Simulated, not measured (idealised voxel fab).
The following process module bears the name voxel transistor to metal.
Shown is cross-section cut, with a width of 300 nm and square cells of size 5 nm.
Cross-section format: a grid of square cells, given as bands from top to bottom; each band is one or more rows of cells.
Band: top height; bottom height; in nm. Then, left to right: material with width in nm, for each material. "all across": a single material spanning edge to edge. "blank": empty space.
Beneath 0, the wafer as received is one material, and that level is where height counting begins. The lowest band goes on downward without a bottom; it is written like "top 0, no bottom".
Think of "30 to 40" as a width that walks from the first number to the second as you go down the band, top row to bottom row, taking equal-sized steps from row to row.
Reading "stayed the same" for a step: not a cell of the cross-section changed in it.
So "Internal closed voids" is basically the list of trapped voids: any empty space of 8 cells or more that can't reach the top through an opening. They're written width x height at distance, the distance being from the left edge, and it's all nm.
Anything after a step's settings on that line? It's the simulator's own note about the step.
The "overlay nm" setting may appear on a step's line; for a step that uses a mask, it gives how far to the right of its planned position the mask lay, and a negative value indicates the left.

[Intended process steps]
1,RECEIVE with material Si
2,OXIDIZE with depth nm 5
3,CONFORMAL_DEP with material SiN, thk nm 15
4,MASKED_ETCH with tone cover, mask id ACTIVE, width nm 105, pitch nm 125, etch materials SiN, depth nm 15, overlay nm 0
5,MASKED_ETCH with tone cover, mask id ACTIVE, width nm 105, pitch nm 125, etch materials SiO2, depth nm 5, overlay nm 0
6,MASKED_ETCH with tone cover, mask id ACTIVE, width nm 105, pitch nm 125, etch materials Si, depth nm 35, overlay nm 0
7,FILL_DEP with material SiO2, thk nm 5
8,CMP with height nm 15
9,SELECTIVE_ETCH with etch materials SiO2, depth nm 15
10,STRIP with etch materials SiN
11,SELECTIVE_ETCH with etch materials SiO2, depth nm 5
12,OXIDIZE with depth nm 5
13,DIRECTIONAL_DEP with material polySi, thk nm 20
14,DIRECTIONAL_DEP with material SiCN, thk nm 15
15,MASKED_ETCH with tone cover, mask id GATE, width nm 25, pitch nm 125, etch materials SiCN, depth nm 25, overlay nm 0
16,MASKED_ETCH with tone cover, mask id GATE, width nm 25, pitch nm 125, etch materials polySi, depth nm 30, overlay nm 0
17,CONFORMAL_DEP with material SiN, thk nm 10
18,DIRECTIONAL_ETCH with etch materials SiN, depth nm 10
19,DIRECTIONAL_ETCH with etch materials SiO2, depth nm 5
20,DIRECTIONAL_ETCH with etch materials Si, depth nm 15
21,EPI with material pSi, thk nm 20
22,FILL_DEP with material SiO2, thk nm 10
23,CMP with height nm 30
24,DIRECTIONAL_DEP with material SiO2, thk nm 15
25,PATTERN with tone open, mask id CONTACT, material resist, width nm 15, thk nm 15, overlay nm 0
26,DIRECTIONAL_ETCH with etch materials SiO2, depth nm 35
27,STRIP with etch materials resist
28,CONFORMAL_DEP with material TiN, thk nm 5
29,FILL_DEP with material Ru, thk nm 10
30,CMP with height nm 45
31,CONFORMAL_DEP with material SiCN, thk nm 5
32,DIRECTIONAL_DEP with material lowk, thk nm 20
33,DIRECTIONAL_DEP with material aC, thk nm 10
34,PATTERN with tone open, mask id METAL_1, material resist, width nm 15, thk nm 25, overlay nm 0
35,DIRECTIONAL_ETCH with etch materials aC, depth nm 10
36,STRIP with etch materials resist
37,DIRECTIONAL_ETCH with etch materials lowk, depth nm 20
38,DIRECTIONAL_ETCH with etch materials SiCN, depth nm 5
39,STRIP with etch materials aC
40,CONFORMAL_DEP with material TiN, thk nm 5
41,FILL_DEP with material W, thk nm 10
42,CMP with height nm 70
43,CONFORMAL_DEP with material SiN, thk nm 5

[First of two wafers: run as planned]

[As-received state of the wafer in cross-section, equivalent to post-step 1]
> top 0, no bottom  Si all across
> Internal closed voids: none

[The wafer, seen in cross-section, after step 2]
> top 0, bottom -5  SiO2 all across
> Under the height -5 nothing was changed.

[The wafer, seen in cross-section, after step 3]
> top 15, bottom 0  SiN all across
> Under the height 0 nothing was changed.

[The wafer, seen in cross-section, after step 4]
> top 15, bottom 0  35 blank / 105 SiN / 20 blank / 105 SiN / 35 blank
> Under the height 0 nothing was changed.

[The wafer, seen in cross-section, after step 5]
> top 15, bottom 0  35 blank / 105 SiN / 20 blank / 105 SiN / 35 blank
> top 0, bottom -5  35 blank / 105 SiO2 / 20 blank / 105 SiO2 / 35 blank
> Under the height -5 nothing was changed.

[The wafer, seen in cross-section, after step 6]
> top 15, bottom 0  35 blank / 105 SiN / 20 blank / 105 SiN / 35 blank
> top 0, bottom -5  35 blank / 105 SiO2 / 20 blank / 105 SiO2 / 35 blank
> top -5, bottom -40  35 blank / 105 Si / 20 blank / 105 Si / 35 blank
> Under the height -40 nothing was changed.

[The wafer, seen in cross-section, after step 7]
> top 20, bottom 15  SiO2 all across
> top 15, bottom 0  35 SiO2 / 105 SiN / 20 SiO2 / 105 SiN / 35 SiO2
> top 0, bottom -5  SiO2 all across
> top -5, bottom -40  35 SiO2 / 105 Si / 20 SiO2 / 105 Si / 35 SiO2
> Under the height -40 nothing was changed.

[The wafer, seen in cross-section, after step 8]
> top 15, bottom 0  35 SiO2 / 105 SiN / 20 SiO2 / 105 SiN / 35 SiO2
> Under the height 0 nothing was changed.

[The wafer, seen in cross-section, after step 9]
> top 15, bottom 0  35 blank / 105 SiN / 20 blank / 105 SiN / 35 blank
> Under the height 0 nothing was changed.

[The wafer, seen in cross-section, after step 10]
> top 0, bottom -5  SiO2 all across
> Under the height -5 nothing was changed.

[The wafer, seen in cross-section, after step 11]
> top -5, bottom -40  35 SiO2 / 105 Si / 20 SiO2 / 105 Si / 35 SiO2
> Under the height -40 nothing was changed.

[The wafer, seen in cross-section, after step 12]
> top -5, bottom -10  SiO2 all across
> Under the height -10 nothing was changed.

[The wafer, seen in cross-section, after step 13]
> top 15, bottom -5  polySi all across
> Under the height -5 nothing was changed.

[The wafer, seen in cross-section, after step 14]
> top 30, bottom 15  SiCN all across
> Under the height 15 nothing was changed.

[The wafer, seen in cross-section, after step 15]
> top 30, bottom 15  75 blank / 25 SiCN / 100 blank / 25 SiCN / 75 blank
> Under the height 15 nothing was changed.

[The wafer, seen in cross-section, after step 16]
> top 30, bottom 15  75 blank / 25 SiCN / 100 blank / 25 SiCN / 75 blank
> top 15, bottom -5  75 blank / 25 polySi / 100 blank / 25 polySi / 75 blank
> Under the height -5 nothing was changed.

[The wafer, seen in cross-section, after step 17]
> top 40, bottom 30  65 blank / 45 SiN / 80 blank / 45 SiN / 65 blank
> top 30, bottom 15  65 blank / 10 SiN / 25 SiCN / 10 SiN / 80 blank / 10 SiN / 25 SiCN / 10 SiN / 65 blank
> top 15, bottom 5  65 blank / 10 SiN / 25 polySi / 10 SiN / 80 blank / 10 SiN / 25 polySi / 10 SiN / 65 blank
> top 5, bottom -5  75 SiN / 25 polySi / 100 SiN / 25 polySi / 75 SiN
> Under the height -5 nothing was changed.

[The wafer, seen in cross-section, after step 18]
> top 30, bottom 15  65 blank / 10 SiN / 25 SiCN / 10 SiN / 80 blank / 10 SiN / 25 SiCN / 10 SiN / 65 blank
> top 15, bottom -5  65 blank / 10 SiN / 25 polySi / 10 SiN / 80 blank / 10 SiN / 25 polySi / 10 SiN / 65 blank
> Under the height -5 nothing was changed.

[The wafer, seen in cross-section, after step 19]
> top 30, bottom 15  65 blank / 10 SiN / 25 SiCN / 10 SiN / 80 blank / 10 SiN / 25 SiCN / 10 SiN / 65 blank
> top 15, bottom -5  65 blank / 10 SiN / 25 polySi / 10 SiN / 80 blank / 10 SiN / 25 polySi / 10 SiN / 65 blank
> top -5, bottom -10  65 blank / 45 SiO2 / 80 blank / 45 SiO2 / 65 blank
> Under the height -10 nothing was changed.

[The wafer, seen in cross-section, after step 20]
> top 30, bottom 15  65 blank / 10 SiN / 25 SiCN / 10 SiN / 80 blank / 10 SiN / 25 SiCN / 10 SiN / 65 blank
> top 15, bottom -5  65 blank / 10 SiN / 25 polySi / 10 SiN / 80 blank / 10 SiN / 25 polySi / 10 SiN / 65 blank
> top -5, bottom -10  65 blank / 45 SiO2 / 80 blank / 45 SiO2 / 65 blank
> top -10, bottom -25  35 SiO2 / 30 blank / 45 Si / 30 blank / 20 SiO2 / 30 blank / 45 Si / 30 blank / 35 SiO2
> Under the height -25 nothing was changed.

[The wafer, seen in cross-section, after step 21]
> top 30, bottom 15  65 blank / 10 SiN / 25 SiCN / 10 SiN / 80 blank / 10 SiN / 25 SiCN / 10 SiN / 65 blank
> top 15, bottom 10  65 blank / 10 SiN / 25 polySi / 10 SiN / 80 blank / 10 SiN / 25 polySi / 10 SiN / 65 blank
> top 10, bottom -5  45 blank / 20 pSi / 10 SiN / 25 polySi / 10 SiN / 20 pSi / 40 blank / 20 pSi / 10 SiN / 25 polySi / 10 SiN / 20 pSi / 45 blank
> top -5, bottom -10  30 blank / 35 pSi / 45 SiO2 / 35 pSi / 10 blank / 35 pSi / 45 SiO2 / 35 pSi / 30 blank
> top -10, bottom -25  35 SiO2 / 30 pSi / 45 Si / 30 pSi / 20 SiO2 / 30 pSi / 45 Si / 30 pSi / 35 SiO2
> Under the height -25 nothing was changed.

[The wafer, seen in cross-section, after step 22]
> top 40, bottom 30  SiO2 all across
> top 30, bottom 15  65 SiO2 / 10 SiN / 25 SiCN / 10 SiN / 80 SiO2 / 10 SiN / 25 SiCN / 10 SiN / 65 SiO2
> top 15, bottom 10  65 SiO2 / 10 SiN / 25 polySi / 10 SiN / 80 SiO2 / 10 SiN / 25 polySi / 10 SiN / 65 SiO2
> top 10, bottom -5  45 SiO2 / 20 pSi / 10 SiN / 25 polySi / 10 SiN / 20 pSi / 40 SiO2 / 20 pSi / 10 SiN / 25 polySi / 10 SiN / 20 pSi / 45 SiO2
> top -5, bottom -10  30 SiO2 / 35 pSi / 45 SiO2 / 35 pSi / 10 SiO2 / 35 pSi / 45 SiO2 / 35 pSi / 30 SiO2
> Under the height -10 nothing was changed.

[The wafer, seen in cross-section, after step 23]
> top 30, bottom 15  65 SiO2 / 10 SiN / 25 SiCN / 10 SiN / 80 SiO2 / 10 SiN / 25 SiCN / 10 SiN / 65 SiO2
> Under the height 15 nothing was changed.

[The wafer, seen in cross-section, after step 24]
> top 45, bottom 30  SiO2 all across
> Under the height 30 nothing was changed.

[The wafer, seen in cross-section, after step 25]
> top 60, bottom 45  45 resist / 15 blank / 55 resist / 15 blank / 40 resist / 15 blank / 55 resist / 15 blank / 45 resist
> Under the height 45 nothing was changed.

[The wafer, seen in cross-section, after step 26]
> top 60, bottom 45  45 resist / 15 blank / 55 resist / 15 blank / 40 resist / 15 blank / 55 resist / 15 blank / 45 resist
> top 45, bottom 30  45 SiO2 / 15 blank / 55 SiO2 / 15 blank / 40 SiO2 / 15 blank / 55 SiO2 / 15 blank / 45 SiO2
> top 30, bottom 15  45 SiO2 / 15 blank / 5 SiO2 / 10 SiN / 25 SiCN / 10 SiN / 5 SiO2 / 15 blank / 40 SiO2 / 15 blank / 5 SiO2 / 10 SiN / 25 SiCN / 10 SiN / 5 SiO2 / 15 blank / 45 SiO2
> top 15, bottom 10  45 SiO2 / 15 blank / 5 SiO2 / 10 SiN / 25 polySi / 10 SiN / 5 SiO2 / 15 blank / 40 SiO2 / 15 blank / 5 SiO2 / 10 SiN / 25 polySi / 10 SiN / 5 SiO2 / 15 blank / 45 SiO2
> Under the height 10 nothing was changed.

[The wafer, seen in cross-section, after step 27]
> top 45, bottom 30  45 SiO2 / 15 blank / 55 SiO2 / 15 blank / 40 SiO2 / 15 blank / 55 SiO2 / 15 blank / 45 SiO2
> Under the height 30 nothing was changed.

[The wafer, seen in cross-section, after step 28]
> top 50, bottom 45  50 TiN / 5 blank / 65 TiN / 5 blank / 50 TiN / 5 blank / 65 TiN / 5 blank / 50 TiN
> top 45, bottom 30  45 SiO2 / 5 TiN / 5 blank / 5 TiN / 55 SiO2 / 5 TiN / 5 blank / 5 TiN / 40 SiO2 / 5 TiN / 5 blank / 5 TiN / 55 SiO2 / 5 TiN / 5 blank / 5 TiN / 45 SiO2
> top 30, bottom 15  45 SiO2 / 5 TiN / 5 blank / 5 TiN / 5 SiO2 / 10 SiN / 25 SiCN / 10 SiN / 5 SiO2 / 5 TiN / 5 blank / 5 TiN / 40 SiO2 / 5 TiN / 5 blank / 5 TiN / 5 SiO2 / 10 SiN / 25 SiCN / 10 SiN / 5 SiO2 / 5 TiN / 5 blank / 5 TiN / 45 SiO2
> top 15, bottom 10  45 SiO2 / 15 TiN / 5 SiO2 / 10 SiN / 25 polySi / 10 SiN / 5 SiO2 / 15 TiN / 40 SiO2 / 15 TiN / 5 SiO2 / 10 SiN / 25 polySi / 10 SiN / 5 SiO2 / 15 TiN / 45 SiO2
> Under the height 10 nothing was changed.

[The wafer, seen in cross-section, after step 29]
> top 60, bottom 50  Ru all across
> top 50, bottom 45  50 TiN / 5 Ru / 65 TiN / 5 Ru / 50 TiN / 5 Ru / 65 TiN / 5 Ru / 50 TiN
> top 45, bottom 30  45 SiO2 / 5 TiN / 5 Ru / 5 TiN / 55 SiO2 / 5 TiN / 5 Ru / 5 TiN / 40 SiO2 / 5 TiN / 5 Ru / 5 TiN / 55 SiO2 / 5 TiN / 5 Ru / 5 TiN / 45 SiO2
> top 30, bottom 15  45 SiO2 / 5 TiN / 5 Ru / 5 TiN / 5 SiO2 / 10 SiN / 25 SiCN / 10 SiN / 5 SiO2 / 5 TiN / 5 Ru / 5 TiN / 40 SiO2 / 5 TiN / 5 Ru / 5 TiN / 5 SiO2 / 10 SiN / 25 SiCN / 10 SiN / 5 SiO2 / 5 TiN / 5 Ru / 5 TiN / 45 SiO2
> Under the height 15 nothing was changed.

[The wafer, seen in cross-section, after step 30]
> top 45, bottom 30  45 SiO2 / 5 TiN / 5 Ru / 5 TiN / 55 SiO2 / 5 TiN / 5 Ru / 5 TiN / 40 SiO2 / 5 TiN / 5 Ru / 5 TiN / 55 SiO2 / 5 TiN / 5 Ru / 5 TiN / 45 SiO2
> Under the height 30 nothing was changed.

[The wafer, seen in cross-section, after step 31]
> top 50, bottom 45  SiCN all across
> Under the height 45 nothing was changed.

[The wafer, seen in cross-section, after step 32]
> top 70, bottom 50  lowk all across
> Under the height 50 nothing was changed.

[The wafer, seen in cross-section, after step 33]
> top 80, bottom 70  aC all across
> Under the height 70 nothing was changed.

[The wafer, seen in cross-section, after step 34]
> top 105, bottom 80  45 resist / 15 blank / 55 resist / 15 blank / 40 resist / 15 blank / 55 resist / 15 blank / 45 resist
> Under the height 80 nothing was changed.

[The wafer, seen in cross-section, after step 35]
> top 95, bottom 80  45 resist / 15 blank / 55 resist / 15 blank / 40 resist / 15 blank / 55 resist / 15 blank / 45 resist
> top 80, bottom 70  45 aC / 15 blank / 55 aC / 15 blank / 40 aC / 15 blank / 55 aC / 15 blank / 45 aC
> Under the height 70 nothing was changed.

[The wafer, seen in cross-section, after step 36]
> top 80, bottom 70  45 aC / 15 blank / 55 aC / 15 blank / 40 aC / 15 blank / 55 aC / 15 blank / 45 aC
> Under the height 70 nothing was changed.

[The wafer, seen in cross-section, after step 37]
> top 80, bottom 70  45 aC / 15 blank / 55 aC / 15 blank / 40 aC / 15 blank / 55 aC / 15 blank / 45 aC
> top 70, bottom 50  45 lowk / 15 blank / 55 lowk / 15 blank / 40 lowk / 15 blank / 55 lowk / 15 blank / 45 lowk
> Under the height 50 nothing was changed.

[The wafer, seen in cross-section, after step 38]
> top 80, bottom 70  45 aC / 15 blank / 55 aC / 15 blank / 40 aC / 15 blank / 55 aC / 15 blank / 45 aC
> top 70, bottom 50  45 lowk / 15 blank / 55 lowk / 15 blank / 40 lowk / 15 blank / 55 lowk / 15 blank / 45 lowk
> top 50, bottom 45  45 SiCN / 15 blank / 55 SiCN / 15 blank / 40 SiCN / 15 blank / 55 SiCN / 15 blank / 45 SiCN
> Under the height 45 nothing was changed.

[The wafer, seen in cross-section, after step 39]
> top 70, bottom 50  45 lowk / 15 blank / 55 lowk / 15 blank / 40 lowk / 15 blank / 55 lowk / 15 blank / 45 lowk
> Under the height 50 nothing was changed.

[The wafer, seen in cross-section, after step 40]
> top 75, bottom 70  50 TiN / 5 blank / 65 TiN / 5 blank / 50 TiN / 5 blank / 65 TiN / 5 blank / 50 TiN
> top 70, bottom 50  45 lowk / 5 TiN / 5 blank / 5 TiN / 55 lowk / 5 TiN / 5 blank / 5 TiN / 40 lowk / 5 TiN / 5 blank / 5 TiN / 55 lowk / 5 TiN / 5 blank / 5 TiN / 45 lowk
> top 50, bottom 45  45 SiCN / 15 TiN / 55 SiCN / 15 TiN / 40 SiCN / 15 TiN / 55 SiCN / 15 TiN / 45 SiCN
> Under the height 45 nothing was changed.

[The wafer, seen in cross-section, after step 41]
> top 85, bottom 75  W all across
> top 75, bottom 70  50 TiN / 5 W / 65 TiN / 5 W / 50 TiN / 5 W / 65 TiN / 5 W / 50 TiN
> top 70, bottom 50  45 lowk / 5 TiN / 5 W / 5 TiN / 55 lowk / 5 TiN / 5 W / 5 TiN / 40 lowk / 5 TiN / 5 W / 5 TiN / 55 lowk / 5 TiN / 5 W / 5 TiN / 45 lowk
> Under the height 50 nothing was changed.

[The wafer, seen in cross-section, after step 42]
> top 70, bottom 50  45 lowk / 5 TiN / 5 W / 5 TiN / 55 lowk / 5 TiN / 5 W / 5 TiN / 40 lowk / 5 TiN / 5 W / 5 TiN / 55 lowk / 5 TiN / 5 W / 5 TiN / 45 lowk
> Under the height 50 nothing was changed.

[The wafer, seen in cross-section, after step 43]
> top 75, bottom 70  SiN all across
> Under the height 70 nothing was changed.

[It is to be noted that the second wafer proceeded from the same initial state and according to the same plan as the first, although one mistake was committed in its execution; through step 28, inclusive, the two wafers share an identical history]

[The second wafer cut through, at the time step 29 was supposed to be finished]
> top 60, bottom 50  SiO2 all across
> top 50, bottom 45  50 TiN / 5 SiO2 / 65 TiN / 5 SiO2 / 50 TiN / 5 SiO2 / 65 TiN / 5 SiO2 / 50 TiN
> top 45, bottom 30  45 SiO2 / 5 TiN / 5 SiO2 / 5 TiN / 55 SiO2 / 5 TiN / 5 SiO2 / 5 TiN / 40 SiO2 / 5 TiN / 5 SiO2 / 5 TiN / 55 SiO2 / 5 TiN / 5 SiO2 / 5 TiN / 45 SiO2
> top 30, bottom 15  45 SiO2 / 5 TiN / 5 SiO2 / 5 TiN / 5 SiO2 / 10 SiN / 25 SiCN / 10 SiN / 5 SiO2 / 5 TiN / 5 SiO2 / 5 TiN / 40 SiO2 / 5 TiN / 5 SiO2 / 5 TiN / 5 SiO2 / 10 SiN / 25 SiCN / 10 SiN / 5 SiO2 / 5 TiN / 5 SiO2 / 5 TiN / 45 SiO2
> Under the height 15 nothing was changed.

[The second wafer cut through, at the time step 30 was supposed to be finished]
> top 45, bottom 30  45 SiO2 / 5 TiN / 5 SiO2 / 5 TiN / 55 SiO2 / 5 TiN / 5 SiO2 / 5 TiN / 40 SiO2 / 5 TiN / 5 SiO2 / 5 TiN / 55 SiO2 / 5 TiN / 5 SiO2 / 5 TiN / 45 SiO2
> Under the height 30 nothing was changed.

[The second wafer cut through, at the time step 31 was supposed to be finished]
> top 50, bottom 45  SiCN all across
> Under the height 45 nothing was changed.

[The second wafer cut through, at the time step 32 was supposed to be finished]
> top 70, bottom 50  lowk all across
> Under the height 50 nothing was changed.

[The second wafer cut through, at the time step 33 was supposed to be finished]
> top 80, bottom 70  aC all across
> Under the height 70 nothing was changed.

[The second wafer cut through, at the time step 34 was supposed to be finished]
> top 105, bottom 80  45 resist / 15 blank / 55 resist / 15 blank / 40 resist / 15 blank / 55 resist / 15 blank / 45 resist
> Under the height 80 nothing was changed.

[The second wafer cut through, at the time step 35 was supposed to be finished]
> top 95, bottom 80  45 resist / 15 blank / 55 resist / 15 blank / 40 resist / 15 blank / 55 resist / 15 blank / 45 resist
> top 80, bottom 70  45 aC / 15 blank / 55 aC / 15 blank / 40 aC / 15 blank / 55 aC / 15 blank / 45 aC
> Under the height 70 nothing was changed.

[The second wafer cut through, at the time step 36 was supposed to be finished]
> top 80, bottom 70  45 aC / 15 blank / 55 aC / 15 blank / 40 aC / 15 blank / 55 aC / 15 blank / 45 aC
> Under the height 70 nothing was changed.

[The second wafer cut through, at the time step 37 was supposed to be finished]
> top 80, bottom 70  45 aC / 15 blank / 55 aC / 15 blank / 40 aC / 15 blank / 55 aC / 15 blank / 45 aC
> top 70, bottom 50  45 lowk / 15 blank / 55 lowk / 15 blank / 40 lowk / 15 blank / 55 lowk / 15 blank / 45 lowk
> Under the height 50 nothing was changed.

[The second wafer cut through, at the time step 38 was supposed to be finished]
> top 80, bottom 70  45 aC / 15 blank / 55 aC / 15 blank / 40 aC / 15 blank / 55 aC / 15 blank / 45 aC
> top 70, bottom 50  45 lowk / 15 blank / 55 lowk / 15 blank / 40 lowk / 15 blank / 55 lowk / 15 blank / 45 lowk
> top 50, bottom 45  45 SiCN / 15 blank / 55 SiCN / 15 blank / 40 SiCN / 15 blank / 55 SiCN / 15 blank / 45 SiCN
> Under the height 45 nothing was changed.

[The second wafer cut through, at the time step 39 was supposed to be finished]
> top 70, bottom 50  45 lowk / 15 blank / 55 lowk / 15 blank / 40 lowk / 15 blank / 55 lowk / 15 blank / 45 lowk
> Under the height 50 nothing was changed.

[The second wafer cut through, at the time step 40 was supposed to be finished]
> top 75, bottom 70  50 TiN / 5 blank / 65 TiN / 5 blank / 50 TiN / 5 blank / 65 TiN / 5 blank / 50 TiN
> top 70, bottom 50  45 lowk / 5 TiN / 5 blank / 5 TiN / 55 lowk / 5 TiN / 5 blank / 5 TiN / 40 lowk / 5 TiN / 5 blank / 5 TiN / 55 lowk / 5 TiN / 5 blank / 5 TiN / 45 lowk
> top 50, bottom 45  45 SiCN / 15 TiN / 55 SiCN / 15 TiN / 40 SiCN / 15 TiN / 55 SiCN / 15 TiN / 45 SiCN
> Under the height 45 nothing was changed.

[The second wafer cut through, at the time step 41 was supposed to be finished]
> top 85, bottom 75  W all across
> top 75, bottom 70  50 TiN / 5 W / 65 TiN / 5 W / 50 TiN / 5 W / 65 TiN / 5 W / 50 TiN
> top 70, bottom 50  45 lowk / 5 TiN / 5 W / 5 TiN / 55 lowk / 5 TiN / 5 W / 5 TiN / 40 lowk / 5 TiN / 5 W / 5 TiN / 55 lowk / 5 TiN / 5 W / 5 TiN / 45 lowk
> Under the height 50 nothing was changed.

[The second wafer cut through, at the time step 42 was supposed to be finished]
> top 70, bottom 50  45 lowk / 5 TiN / 5 W / 5 TiN / 55 lowk / 5 TiN / 5 W / 5 TiN / 40 lowk / 5 TiN / 5 W / 5 TiN / 55 lowk / 5 TiN / 5 W / 5 TiN / 45 lowk
> Under the height 50 nothing was changed.

[The second wafer cut through, at the time step 43 was supposed to be finished]
> top 75, bottom 70  SiN all across
> Under the height 70 nothing was changed.
Deviation from plan: so step 29 ended up running with a different setting than we planned, it ran as FILL_DEP with material SiO2, thk nm 10
Per the end-of-run cell counts, the second wafer holds more or fewer of some materials than the first: Ru: 24 fewer, SiO2: 24 more
